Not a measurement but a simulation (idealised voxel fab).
process module | voxel released beams
cross-section cut | 155 nm wide | cells 5 nm
A cross-section is a grid of square cells, given in bands from the top down. A band is one or more rows of cells.
Each band's line starts with the height of the band's top and of its bottom, in nm. Then come its materials from left to right, each with its width in nm. One material with "throughout" fills the band from edge to edge. "air" is empty space.
Height 0 is the level under which the wafer as received is all one material. The lowest band goes on downwards, as in "0 down".
A width such as "30 to 40" changes by the same amount from each row of cells to the next, from the band's top row to its bottom row.
"no change" after a step means that no cell of the cross-section changed.
closed voids: empty space of 8 cells or more with no open way to the top, each as width x height at its distance from the left edge, in nm
after a step's settings: what the simulator itself notes on the step
overlay nm, on a step with a mask: how far to the right of its planned place the mask lay; to the left if negative
plan
1 op RECEIVE | material Si
2 op CONFORMAL_DEP | material SiN | thk nm 5
3 op DIRECTIONAL_DEP | material SiO2 | thk nm 15
4 op MASKED_ETCH | tone open | mask id ANCHOR | width nm 35 | etch materials SiO2 | depth nm 15 | overlay nm 0
5 op CONFORMAL_DEP | material W | thk nm 15
6 op DIRECTIONAL_DEP | material aC | thk nm 15
7 op PATTERN | tone cover | mask id BEAM | material resist | width nm 90 | thk nm 30 | overlay nm 0
8 op DIRECTIONAL_ETCH | etch materials aC | depth nm 15
9 op STRIP | etch materials resist
10 op DIRECTIONAL_ETCH | etch materials W | depth nm 15
11 op STRIP | etch materials aC
12 op STRIP | etch materials SiO2
as received, after step 1
  0 down: Si throughout
  closed voids: none
first wafer at the end, as planned
  35 to 20: air 30 | W 20 | air 5 | W 65 | air 35
  20 to 5: air 35 | W 35 | air 85
  5 to 0: SiN throughout
  0 down: Si throughout
  closed voids: none
second wafer at the end: like start, like plan, one mistake
  35 to 20: air 30 | W 20 | air 5 | W 65 | air 35
  20 to 5: air 35 | W 35 | air 85
  5 to 0: W throughout
  0 down: Si throughout
  closed voids: none
what went wrong: step 2 ran as: op CONFORMAL_DEP | material W | thk nm 5
at the end the second wafer has, in cells: 31 fewer of SiN | 31 more of W
